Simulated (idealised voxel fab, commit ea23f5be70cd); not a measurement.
process module | voxel gate over fins
cross-section cut | 285 nm wide | cells 5 nm
A cross-section is a grid of square cells, given in bands from the top down. A band is one or more rows of cells.
Each band's line starts with the height of the band's top and of its bottom, in nm. Then come its materials from left to right, each with its width in nm. One material with "throughout" fills the band from edge to edge. "air" is empty space.
Height 0 is the level under which the wafer as received is all one material. The lowest band goes on downwards, as in "0 down".
A width such as "30 to 40" changes by the same amount from each row of cells to the next, from the band's top row to its bottom row.
"no change" after a step means that no cell of the cross-section changed.
closed voids: empty space of 8 cells or more with no open way to the top, each as width x height at its distance from the left edge, in nm
after a step's settings: what the simulator itself notes on the step
overlay nm, on a step with a mask: how far to the right of its planned place the mask lay; to the left if negative
plan
1 op RECEIVE | material Si
2 op CONFORMAL_DEP | material SiN | thk nm 5
3 op MASKED_ETCH | tone cover | mask id FINS | width nm 15 | pitch nm 55 | etch materials SiN | depth nm 5 | overlay nm 0
4 op MASKED_ETCH | tone cover | mask id FINS | width nm 15 | pitch nm 55 | etch materials Si | depth nm 40 | overlay nm 0
5 op OXIDIZE | depth nm 5
6 op FILL_DEP | material SiO2 | thk nm 15
7 op CMP | height nm 5
8 op MASKED_ETCH | tone open | mask id RAIL | width nm 15 | etch materials SiO2 | depth nm 40 | overlay nm 0
9 op CONFORMAL_DEP | material TiN | thk nm 5
10 op FILL_DEP | material W | thk nm 5
11 op CMP | height nm 5
12 op SELECTIVE_ETCH | etch materials W Ru TiN | depth nm 25
13 op FILL_DEP | material SiO2 | thk nm 5
14 op CMP | height nm 5
15 op SELECTIVE_ETCH | etch materials SiO2 | depth nm 20
16 op STRIP | etch materials SiN
17 op CONFORMAL_DEP | material HfO2 | thk nm 5
18 op CONFORMAL_DEP | material TiN | thk nm 5
19 op FILL_DEP | material W | thk nm 15
20 op CMP | height nm 20
21 op CONFORMAL_DEP | material SiCN | thk nm 5
first wafer, as planned
as received, after step 1
  0 down: Si throughout
  closed voids: none
after step 2
  5 to 0: SiN throughout
  below 0: unchanged
after step 3
  5 to 0: air 50 | SiN 15 | air 40 | SiN 15 | air 40 | SiN 15 | air 40 | SiN 15 | air 55
  below 0: unchanged
after step 4
  5 to 0: air 50 | SiN 15 | air 40 | SiN 15 | air 40 | SiN 15 | air 40 | SiN 15 | air 55
  0 to -40: air 50 | Si 15 | air 40 | Si 15 | air 40 | Si 15 | air 40 | Si 15 | air 55
  below -40: unchanged
after step 5
  5 to 0: air 50 | SiN 15 | air 40 | SiN 15 | air 40 | SiN 15 | air 40 | SiN 15 | air 55
  0 to -40: air 50 | SiO2 5 | Si 5 | SiO2 5 | air 40 | SiO2 5 | Si 5 | SiO2 5 | air 40 | SiO2 5 | Si 5 | SiO2 5 | air 40 | SiO2 5 | Si 5 | SiO2 5 | air 55
  -40 to -45: SiO2 55 | Si 5 | SiO2 50 | Si 5 | SiO2 50 | Si 5 | SiO2 50 | Si 5 | SiO2 60
  below -45: unchanged
after step 6
  20 to 5: SiO2 throughout
  5 to 0: SiO2 50 | SiN 15 | SiO2 40 | SiN 15 | SiO2 40 | SiN 15 | SiO2 40 | SiN 15 | SiO2 55
  0 to -45: SiO2 55 | Si 5 | SiO2 50 | Si 5 | SiO2 50 | Si 5 | SiO2 50 | Si 5 | SiO2 60
  below -45: unchanged
after step 7
  5 to 0: SiO2 50 | SiN 15 | SiO2 40 | SiN 15 | SiO2 40 | SiN 15 | SiO2 40 | SiN 15 | SiO2 55
  below 0: unchanged
after step 8
  5 to 0: SiO2 50 | SiN 15 | SiO2 10 | air 15 | SiO2 15 | SiN 15 | SiO2 40 | SiN 15 | SiO2 40 | SiN 15 | SiO2 55
  0 to -35: SiO2 55 | Si 5 | SiO2 15 | air 15 | SiO2 20 | Si 5 | SiO2 50 | Si 5 | SiO2 50 | Si 5 | SiO2 60
  below -35: unchanged
after step 9
  10 to 5: TiN 80 | air 5 | TiN 200
  5 to 0: SiO2 50 | SiN 15 | SiO2 10 | TiN 5 | air 5 | TiN 5 | SiO2 15 | SiN 15 | SiO2 40 | SiN 15 | SiO2 40 | SiN 15 | SiO2 55
  0 to -30: SiO2 55 | Si 5 | SiO2 15 | TiN 5 | air 5 | TiN 5 | SiO2 20 | Si 5 | SiO2 50 | Si 5 | SiO2 50 | Si 5 | SiO2 60
  -30 to -35: SiO2 55 | Si 5 | SiO2 15 | TiN 15 | SiO2 20 | Si 5 | SiO2 50 | Si 5 | SiO2 50 | Si 5 | SiO2 60
  below -35: unchanged
after step 10
  15 to 10: W throughout
  10 to 5: TiN 80 | W 5 | TiN 200
  5 to 0: SiO2 50 | SiN 15 | SiO2 10 | TiN 5 | W 5 | TiN 5 | SiO2 15 | SiN 15 | SiO2 40 | SiN 15 | SiO2 40 | SiN 15 | SiO2 55
  0 to -30: SiO2 55 | Si 5 | SiO2 15 | TiN 5 | W 5 | TiN 5 | SiO2 20 | Si 5 | SiO2 50 | Si 5 | SiO2 50 | Si 5 | SiO2 60
  below -30: unchanged
after step 11
  5 to 0: SiO2 50 | SiN 15 | SiO2 10 | TiN 5 | W 5 | TiN 5 | SiO2 15 | SiN 15 | SiO2 40 | SiN 15 | SiO2 40 | SiN 15 | SiO2 55
  below 0: unchanged
after step 12
  5 to 0: SiO2 50 | SiN 15 | SiO2 10 | air 15 | SiO2 15 | SiN 15 | SiO2 40 | SiN 15 | SiO2 40 | SiN 15 | SiO2 55
  0 to -20: SiO2 55 | Si 5 | SiO2 15 | air 15 | SiO2 20 | Si 5 | SiO2 50 | Si 5 | SiO2 50 | Si 5 | SiO2 60
  below -20: unchanged
after step 13
  10 to 5: SiO2 throughout
  5 to 0: SiO2 50 | SiN 15 | SiO2 40 | SiN 15 | SiO2 40 | SiN 15 | SiO2 40 | SiN 15 | SiO2 55
  0 to -20: SiO2 55 | Si 5 | SiO2 50 | Si 5 | SiO2 50 | Si 5 | SiO2 50 | Si 5 | SiO2 60
  below -20: unchanged
after step 14
  5 to 0: SiO2 50 | SiN 15 | SiO2 40 | SiN 15 | SiO2 40 | SiN 15 | SiO2 40 | SiN 15 | SiO2 55
  below 0: unchanged
after step 15
  5 to 0: air 50 | SiN 15 | air 40 | SiN 15 | air 40 | SiN 15 | air 40 | SiN 15 | air 55
  0 to -15: air 55 | Si 5 | air 50 | Si 5 | air 50 | Si 5 | air 50 | Si 5 | air 60
  below -15: unchanged
after step 16
  0 to -15: air 55 | Si 5 | air 50 | Si 5 | air 50 | Si 5 | air 50 | Si 5 | air 60
  below -15: unchanged
after step 17
  5 to 0: air 50 | HfO2 15 | air 40 | HfO2 15 | air 40 | HfO2 15 | air 40 | HfO2 15 | air 55
  0 to -10: air 50 | HfO2 5 | Si 5 | HfO2 5 | air 40 | HfO2 5 | Si 5 | HfO2 5 | air 40 | HfO2 5 | Si 5 | HfO2 5 | air 40 | HfO2 5 | Si 5 | HfO2 5 | air 55
  -10 to -15: HfO2 55 | Si 5 | HfO2 50 | Si 5 | HfO2 50 | Si 5 | HfO2 50 | Si 5 | HfO2 60
  below -15: unchanged
after step 18
  10 to 5: air 45 | TiN 25 | air 30 | TiN 25 | air 30 | TiN 25 | air 30 | TiN 25 | air 50
  5 to 0: air 45 | TiN 5 | HfO2 15 | TiN 5 | air 30 | TiN 5 | HfO2 15 | TiN 5 | air 30 | TiN 5 | HfO2 15 | TiN 5 | air 30 | TiN 5 | HfO2 15 | TiN 5 | air 50
  0 to -5: air 45 | TiN 5 | HfO2 5 | Si 5 | HfO2 5 | TiN 5 | air 30 | TiN 5 | HfO2 5 | Si 5 | HfO2 5 | TiN 5 | air 30 | TiN 5 | HfO2 5 | Si 5 | HfO2 5 | TiN 5 | air 30 | TiN 5 | HfO2 5 | Si 5 | HfO2 5 | TiN 5 | air 50
  -5 to -10: TiN 50 | HfO2 5 | Si 5 | HfO2 5 | TiN 40 | HfO2 5 | Si 5 | HfO2 5 | TiN 40 | HfO2 5 | Si 5 | HfO2 5 | TiN 40 | HfO2 5 | Si 5 | HfO2 5 | TiN 55
  below -10: unchanged
after step 19
  25 to 10: W throughout
  10 to 5: W 45 | TiN 25 | W 30 | TiN 25 | W 30 | TiN 25 | W 30 | TiN 25 | W 50
  5 to 0: W 45 | TiN 5 | HfO2 15 | TiN 5 | W 30 | TiN 5 | HfO2 15 | TiN 5 | W 30 | TiN 5 | HfO2 15 | TiN 5 | W 30 | TiN 5 | HfO2 15 | TiN 5 | W 50
  0 to -5: W 45 | TiN 5 | HfO2 5 | Si 5 | HfO2 5 | TiN 5 | W 30 | TiN 5 | HfO2 5 | Si 5 | HfO2 5 | TiN 5 | W 30 | TiN 5 | HfO2 5 | Si 5 | HfO2 5 | TiN 5 | W 30 | TiN 5 | HfO2 5 | Si 5 | HfO2 5 | TiN 5 | W 50
  below -5: unchanged
after step 20
  20 to 10: W throughout
  below 10: unchanged
after step 21
  25 to 20: SiCN throughout
  below 20: unchanged
second wafer: like start, like plan, one mistake. Through step 7 it matches the first wafer
when step 8 should have ended
  5 to 0: SiO2 50 | SiN 15 | SiO2 10 | air 20 | SiO2 10 | SiN 15 | SiO2 40 | SiN 15 | SiO2 40 | SiN 15 | SiO2 55
  0 to -35: SiO2 55 | Si 5 | SiO2 15 | air 20 | SiO2 15 | Si 5 | SiO2 50 | Si 5 | SiO2 50 | Si 5 | SiO2 60
  below -35: unchanged
when step 9 should have ended
  10 to 5: TiN 80 | air 10 | TiN 195
  5 to 0: SiO2 50 | SiN 15 | SiO2 10 | TiN 5 | air 10 | TiN 5 | SiO2 10 | SiN 15 | SiO2 40 | SiN 15 | SiO2 40 | SiN 15 | SiO2 55
  0 to -30: SiO2 55 | Si 5 | SiO2 15 | TiN 5 | air 10 | TiN 5 | SiO2 15 | Si 5 | SiO2 50 | Si 5 | SiO2 50 | Si 5 | SiO2 60
  -30 to -35: SiO2 55 | Si 5 | SiO2 15 | TiN 20 | SiO2 15 | Si 5 | SiO2 50 | Si 5 | SiO2 50 | Si 5 | SiO2 60
  below -35: unchanged
when step 10 should have ended
  15 to 10: W throughout
  10 to 5: TiN 80 | W 10 | TiN 195
  5 to 0: SiO2 50 | SiN 15 | SiO2 10 | TiN 5 | W 10 | TiN 5 | SiO2 10 | SiN 15 | SiO2 40 | SiN 15 | SiO2 40 | SiN 15 | SiO2 55
  0 to -30: SiO2 55 | Si 5 | SiO2 15 | TiN 5 | W 10 | TiN 5 | SiO2 15 | Si 5 | SiO2 50 | Si 5 | SiO2 50 | Si 5 | SiO2 60
  below -30: unchanged
when step 11 should have ended
  5 to 0: SiO2 50 | SiN 15 | SiO2 10 | TiN 5 | W 10 | TiN 5 | SiO2 10 | SiN 15 | SiO2 40 | SiN 15 | SiO2 40 | SiN 15 | SiO2 55
  below 0: unchanged
when step 12 should have ended
  5 to 0: SiO2 50 | SiN 15 | SiO2 10 | air 20 | SiO2 10 | SiN 15 | SiO2 40 | SiN 15 | SiO2 40 | SiN 15 | SiO2 55
  0 to -20: SiO2 55 | Si 5 | SiO2 15 | air 20 | SiO2 15 | Si 5 | SiO2 50 | Si 5 | SiO2 50 | Si 5 | SiO2 60
  below -20: unchanged
when step 13 should have ended
  10 to 5: SiO2 throughout
  5 to 0: SiO2 50 | SiN 15 | SiO2 40 | SiN 15 | SiO2 40 | SiN 15 | SiO2 40 | SiN 15 | SiO2 55
  0 to -20: SiO2 55 | Si 5 | SiO2 50 | Si 5 | SiO2 50 | Si 5 | SiO2 50 | Si 5 | SiO2 60
  below -20: unchanged
when step 14 should have ended
  5 to 0: SiO2 50 | SiN 15 | SiO2 40 | SiN 15 | SiO2 40 | SiN 15 | SiO2 40 | SiN 15 | SiO2 55
  below 0: unchanged
when step 15 should have ended
  5 to 0: air 50 | SiN 15 | air 40 | SiN 15 | air 40 | SiN 15 | air 40 | SiN 15 | air 55
  0 to -15: air 55 | Si 5 | air 50 | Si 5 | air 50 | Si 5 | air 50 | Si 5 | air 60
  below -15: unchanged
when step 16 should have ended
  0 to -15: air 55 | Si 5 | air 50 | Si 5 | air 50 | Si 5 | air 50 | Si 5 | air 60
  below -15: unchanged
when step 17 should have ended
  5 to 0: air 50 | HfO2 15 | air 40 | HfO2 15 | air 40 | HfO2 15 | air 40 | HfO2 15 | air 55
  0 to -10: air 50 | HfO2 5 | Si 5 | HfO2 5 | air 40 | HfO2 5 | Si 5 | HfO2 5 | air 40 | HfO2 5 | Si 5 | HfO2 5 | air 40 | HfO2 5 | Si 5 | HfO2 5 | air 55
  -10 to -15: HfO2 55 | Si 5 | HfO2 50 | Si 5 | HfO2 50 | Si 5 | HfO2 50 | Si 5 | HfO2 60
  below -15: unchanged
when step 18 should have ended
  10 to 5: air 45 | TiN 25 | air 30 | TiN 25 | air 30 | TiN 25 | air 30 | TiN 25 | air 50
  5 to 0: air 45 | TiN 5 | HfO2 15 | TiN 5 | air 30 | TiN 5 | HfO2 15 | TiN 5 | air 30 | TiN 5 | HfO2 15 | TiN 5 | air 30 | TiN 5 | HfO2 15 | TiN 5 | air 50
  0 to -5: air 45 | TiN 5 | HfO2 5 | Si 5 | HfO2 5 | TiN 5 | air 30 | TiN 5 | HfO2 5 | Si 5 | HfO2 5 | TiN 5 | air 30 | TiN 5 | HfO2 5 | Si 5 | HfO2 5 | TiN 5 | air 30 | TiN 5 | HfO2 5 | Si 5 | HfO2 5 | TiN 5 | air 50
  -5 to -10: TiN 50 | HfO2 5 | Si 5 | HfO2 5 | TiN 40 | HfO2 5 | Si 5 | HfO2 5 | TiN 40 | HfO2 5 | Si 5 | HfO2 5 | TiN 40 | HfO2 5 | Si 5 | HfO2 5 | TiN 55
  below -10: unchanged
when step 19 should have ended
  25 to 10: W throughout
  10 to 5: W 45 | TiN 25 | W 30 | TiN 25 | W 30 | TiN 25 | W 30 | TiN 25 | W 50
  5 to 0: W 45 | TiN 5 | HfO2 15 | TiN 5 | W 30 | TiN 5 | HfO2 15 | TiN 5 | W 30 | TiN 5 | HfO2 15 | TiN 5 | W 30 | TiN 5 | HfO2 15 | TiN 5 | W 50
  0 to -5: W 45 | TiN 5 | HfO2 5 | Si 5 | HfO2 5 | TiN 5 | W 30 | TiN 5 | HfO2 5 | Si 5 | HfO2 5 | TiN 5 | W 30 | TiN 5 | HfO2 5 | Si 5 | HfO2 5 | TiN 5 | W 30 | TiN 5 | HfO2 5 | Si 5 | HfO2 5 | TiN 5 | W 50
  below -5: unchanged
when step 20 should have ended
  20 to 10: W throughout
  below 10: unchanged
when step 21 should have ended
  25 to 20: SiCN throughout
  below 20: unchanged
what went wrong: step 8 ran as: op MASKED_ETCH | tone open | mask id RAIL | width nm 20 | etch materials SiO2 | depth nm 40 | overlay nm 0
at the end the second wafer has, in cells: 3 fewer of SiO2 | 1 more of TiN | 2 more of W
